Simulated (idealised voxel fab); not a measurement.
Process module name: voxel capacitor over wiring
We display cut, a cross-section 205 nm in width whose square cells are each 5 nm.
Format of a cross-section: grid, square cells. Given as bands. Order: top down. Band: one or more rows of cells. Each band's line starts with the height of the band's top and of its bottom, in nm. Then come its materials from left to right, each with its width in nm. One material with "all across" fills the band from edge to edge. "blank" is empty space. Height 0 is the level under which the wafer as received is all one material. The lowest band goes on downwards, as in "top 0, no bottom". Quick explanation for "30->40": the width changes in equal steps down the rows of cells, from the first number in the band's top row to the second number in its bottom row. Any step labelled "remains unaltered" changed none of the cells in the cross-section. Each empty space that has no open way to the top and spans at least 8 cells appears under "Voids, sealed" as width x height at distance, the distance counted from the left edge, all in nm. Anything after a step's settings on that line? It's the simulator's own note about the step. A step's line can hold "overlay nm"; with a mask on that step, the setting says how far right of the planned place the mask lay, while a negative setting says it lay to the left.
### Planned process steps
1 RECEIVE: material Si
2 CONFORMAL_DEP: material SiO2, thk nm 15
3 CONFORMAL_DEP: material SiCN, thk nm 5
4 DIRECTIONAL_DEP: material lowk, thk nm 25
5 PATTERN: tone open, mask id METAL_1, material resist, width nm 20, pitch nm 80, thk nm 15, overlay nm 0
6 DIRECTIONAL_ETCH: etch materials lowk, depth nm 25
7 DIRECTIONAL_ETCH: etch materials SiCN, depth nm 5
8 STRIP: etch materials resist
9 CONFORMAL_DEP: material TiN, thk nm 5
10 FILL_DEP: material Cu, thk nm 10
11 CMP: height nm 45
12 CONFORMAL_DEP: material SiCN, thk nm 5
13 DIRECTIONAL_DEP: material SiO2, thk nm 15
14 MASKED_ETCH: tone open, mask id PLUG_1, width nm 15, etch materials SiO2, depth nm 15, overlay nm 0
15 MASKED_ETCH: tone open, mask id PLUG_1, width nm 15, etch materials SiCN, depth nm 5, overlay nm 0
16 EPI: material Ru, thk nm 10
17 EPI: material Ru, thk nm 10
18 DIRECTIONAL_DEP: material TiN, thk nm 5
19 DIRECTIONAL_DEP: material SiN, thk nm 5
20 DIRECTIONAL_DEP: material TiN, thk nm 10
21 DIRECTIONAL_DEP: material aC, thk nm 10
22 PATTERN: tone cover, mask id UPPER_PLATE, material resist, width nm 55, thk nm 25, overlay nm 0
23 DIRECTIONAL_ETCH: etch materials aC, depth nm 10
24 STRIP: etch materials resist
25 DIRECTIONAL_ETCH: etch materials TiN, depth nm 10
26 DIRECTIONAL_ETCH: etch materials SiN, depth nm 5
27 STRIP: etch materials aC
28 PATTERN: tone cover, mask id LOWER_PLATE, material resist, width nm 65, thk nm 20, overlay nm 0
29 DIRECTIONAL_ETCH: etch materials TiN, depth nm 5
30 STRIP: etch materials resist
31 FILL_DEP: material SiO2, thk nm 15
32 CMP: height nm 95
33 PATTERN: tone open, mask id PLUG_2, material resist, width nm 15, thk nm 15, overlay nm 0
34 DIRECTIONAL_ETCH: etch materials SiO2, depth nm 10
35 STRIP: etch materials resist
36 CONFORMAL_DEP: material TiN, thk nm 5
37 FILL_DEP: material Cu, thk nm 5
38 CMP: height nm 95
39 CONFORMAL_DEP: material SiN, thk nm 5
Don't read the plan's width nm for step 5 as applying to every wafer: that's the first wafer's value, and the wafers differ in it, though they all start identical.
### Step 1 complete: as-received cross-section of the first of several wafers
> top 0, no bottom | Si all across
> Voids, sealed: none
### Here's the first of several wafers in cross-section, end of the module, after the last step, step 39
> top 100, bottom 95 | SiN all across
> top 95, bottom 90 | 70 of SiO2  5 of TiN  5 of Cu  5 of TiN  120 of SiO2
> top 90, bottom 85 | 70 of SiO2  15 of TiN  120 of SiO2
> top 85, bottom 75 | 60 of SiO2  55 of TiN  90 of SiO2
> top 75, bottom 70 | 60 of SiO2  55 of SiN  90 of SiO2
> top 70, bottom 65 | 55 of SiO2  65 of TiN  85 of SiO2
> top 65, bottom 50 | 60 of SiO2  15 of Ru  130 of SiO2
> top 50, bottom 45 | 60 of SiCN  15 of Ru  130 of SiCN
> top 45, bottom 20 | 50 of lowk  5 of TiN  10 of Cu  5 of TiN  60 of lowk  5 of TiN  10 of Cu  5 of TiN  55 of lowk
> top 20, bottom 15 | 50 of SiCN  20 of TiN  60 of SiCN  20 of TiN  55 of SiCN
> top 15, bottom 0 | SiO2 all across
> top 0, no bottom | Si all across
> Voids, sealed: none
### Last wafer of the set, cross-sectioned at end of module
> top 100, bottom 95 | SiN all across
> top 95, bottom 90 | 70 of SiO2  5 of TiN  5 of Cu  5 of TiN  120 of SiO2
> top 90, bottom 85 | 70 of SiO2  15 of TiN  120 of SiO2
> top 85, bottom 75 | 60 of SiO2  55 of TiN  90 of SiO2
> top 75, bottom 70 | 60 of SiO2  55 of SiN  90 of SiO2
> top 70, bottom 65 | 55 of SiO2  65 of TiN  85 of SiO2
> top 65, bottom 50 | 60 of SiO2  15 of Ru  130 of SiO2
> top 50, bottom 45 | 60 of SiCN  15 of Ru  130 of SiCN
> top 45, bottom 20 | 40 of lowk  5 of TiN  35 of Cu  5 of TiN  35 of lowk  5 of TiN  35 of Cu  5 of TiN  40 of lowk
> top 20, bottom 15 | 40 of SiCN  45 of TiN  35 of SiCN  45 of TiN  40 of SiCN
> top 15, bottom 0 | SiO2 all across
> top 0, no bottom | Si all across
> Voids, sealed: none
### wafer rows; end of module; cells per material since receipt: (+) gained, (-) lost; then closed voids
width nm 20; +21 Cu; +12 Ru; +71 SiCN; +52 SiN; +431 SiO2; +68 TiN; +165 lowk; Voids, sealed: none
width nm 25; +31 Cu; +12 Ru; +69 SiCN; +52 SiN; +431 SiO2; +70 TiN; +155 lowk; Voids, sealed: none
width nm 30; +41 Cu; +12 Ru; +67 SiCN; +52 SiN; +431 SiO2; +72 TiN; +145 lowk; Voids, sealed: none
width nm 35; +51 Cu; +12 Ru; +65 SiCN; +52 SiN; +431 SiO2; +74 TiN; +135 lowk; Voids, sealed: none
width nm 40; +61 Cu; +12 Ru; +63 SiCN; +52 SiN; +431 SiO2; +76 TiN; +125 lowk; Voids, sealed: none
width nm 45; +71 Cu; +12 Ru; +61 SiCN; +52 SiN; +431 SiO2; +78 TiN; +115 lowk; Voids, sealed: none
